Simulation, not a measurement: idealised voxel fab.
process module | voxel capacitor over wiring
cross-section cut | 265 nm wide | cells 5 nm
A cross-section is a grid of square cells, given in bands from the top down. A band is one or more rows of cells.
Each band's line starts with the height of the band's top and of its bottom, in nm. Then come its materials from left to right, each with its width in nm. One material with "throughout" fills the band from edge to edge. "air" is empty space.
Height 0 is the level under which the wafer as received is all one material. The lowest band goes on downwards, as in "0 down".
A width such as "30 to 40" changes by the same amount from each row of cells to the next, from the band's top row to its bottom row.
"no change" after a step means that no cell of the cross-section changed.
closed voids: empty space of 8 cells or more with no open way to the top, each as width x height at its distance from the left edge, in nm
after a step's settings: what the simulator itself notes on the step
overlay nm, on a step with a mask: how far to the right of its planned place the mask lay; to the left if negative
plan
1 op RECEIVE | material Si
2 op CONFORMAL_DEP | material SiO2 | thk nm 15
3 op CONFORMAL_DEP | material SiCN | thk nm 5
4 op DIRECTIONAL_DEP | material lowk | thk nm 20
5 op DIRECTIONAL_DEP | material aC | thk nm 10
6 op PATTERN | tone open | mask id METAL_1 | material resist | width nm 30 | pitch nm 80 | thk nm 25 | overlay nm 0
7 op DIRECTIONAL_ETCH | etch materials aC | depth nm 10
8 op STRIP | etch materials resist
9 op DIRECTIONAL_ETCH | etch materials lowk | depth nm 20
10 op DIRECTIONAL_ETCH | etch materials SiCN | depth nm 5
11 op STRIP | etch materials aC
12 op CONFORMAL_DEP | material TiN | thk nm 5
13 op FILL_DEP | material Ru | thk nm 10
14 op CMP | height nm 40
15 op EPI | material Ru | thk nm 5
16 op FILL_DEP | material SiCN | thk nm 5
17 op DIRECTIONAL_DEP | material SiO2 | thk nm 20
18 op DIRECTIONAL_DEP | material aC | thk nm 10
19 op PATTERN | tone open | mask id PLUG_1 | material resist | width nm 15 | thk nm 25 | overlay nm 0
20 op DIRECTIONAL_ETCH | etch materials aC | depth nm 10
21 op STRIP | etch materials resist
22 op DIRECTIONAL_ETCH | etch materials SiO2 | depth nm 20
23 op DIRECTIONAL_ETCH | etch materials SiCN | depth nm 5
24 op STRIP | etch materials aC
25 op CONFORMAL_DEP | material TiN | thk nm 5
26 op FILL_DEP | material Cu | thk nm 5
27 op CMP | height nm 70
28 op DIRECTIONAL_DEP | material TiN | thk nm 5
29 op DIRECTIONAL_DEP | material SiN | thk nm 5
30 op DIRECTIONAL_DEP | material TiN | thk nm 5
31 op DIRECTIONAL_DEP | material aC | thk nm 15
32 op PATTERN | tone cover | mask id UPPER_PLATE | material resist | width nm 55 | thk nm 30 | overlay nm 0
33 op DIRECTIONAL_ETCH | etch materials aC | depth nm 15
34 op STRIP | etch materials resist
35 op DIRECTIONAL_ETCH | etch materials TiN | depth nm 5
36 op DIRECTIONAL_ETCH | etch materials SiN | depth nm 5
37 op STRIP | etch materials aC
38 op MASKED_ETCH | tone cover | mask id LOWER_PLATE | width nm 65 | etch materials TiN | depth nm 5 | overlay nm 0
39 op FILL_DEP | material SiO2 | thk nm 15
40 op CMP | height nm 95
41 op MASKED_ETCH | tone open | mask id PLUG_2 | width nm 15 | etch materials SiO2 | depth nm 10 | overlay nm 0
42 op CONFORMAL_DEP | material TiN | thk nm 5
43 op FILL_DEP | material Cu | thk nm 5
44 op CMP | height nm 95
45 op CONFORMAL_DEP | material SiCN | thk nm 5
as received, after step 1
  0 down: Si throughout
  closed voids: none
first wafer at the end, as planned
  100 to 95: SiCN throughout
  95 to 90: SiO2 100 | TiN 5 | Cu 5 | TiN 5 | SiO2 150
  90 to 80: SiO2 100 to 90 | TiN 15 to 55 | SiO2 150 to 120
  80 to 75: SiO2 90 | SiN 55 | SiO2 120
  75 to 70: SiO2 85 | TiN 65 | SiO2 115
  70 to 50: SiO2 90 | TiN 5 | Cu 5 | TiN 5 | SiO2 160
  50 to 45: SiCN 90 | TiN 15 | SiCN 160
  45 to 40: SiCN 70 | Ru 40 | SiCN 40 | Ru 40 | SiCN 75
  40 to 20: lowk 75 | TiN 5 | Ru 20 | TiN 5 | lowk 50 | TiN 5 | Ru 20 | TiN 5 | lowk 80
  20 to 15: SiCN 75 | TiN 30 | SiCN 50 | TiN 30 | SiCN 80
  15 to 0: SiO2 throughout
  0 down: Si throughout
  closed voids: none
second wafer at the end: like start, like plan, one mistake
  100 to 95: SiCN throughout
  95 to 90: SiO2 100 | TiN 5 | Cu 5 | TiN 5 | SiO2 150
  90 to 80: SiO2 100 to 90 | TiN 15 to 55 | SiO2 150 to 120
  80 to 75: SiO2 90 | SiN 55 | SiO2 120
  75 to 70: SiO2 85 | TiN 65 | SiO2 115
  70 to 50: SiO2 90 | TiN 5 | SiO2 5 | TiN 5 | SiO2 160
  50 to 45: SiCN 90 | TiN 15 | SiCN 160
  45 to 40: SiCN 70 | Ru 40 | SiCN 40 | Ru 40 | SiCN 75
  40 to 20: lowk 75 | TiN 5 | Ru 20 | TiN 5 | lowk 50 | TiN 5 | Ru 20 | TiN 5 | lowk 80
  20 to 15: SiCN 75 | TiN 30 | SiCN 50 | TiN 30 | SiCN 80
  15 to 0: SiO2 throughout
  0 down: Si throughout
  closed voids: none
what went wrong: step 26 ran as: op FILL_DEP | material SiO2 | thk nm 5
at the end the second wafer has, in cells: 4 fewer of Cu | 4 more of SiO2
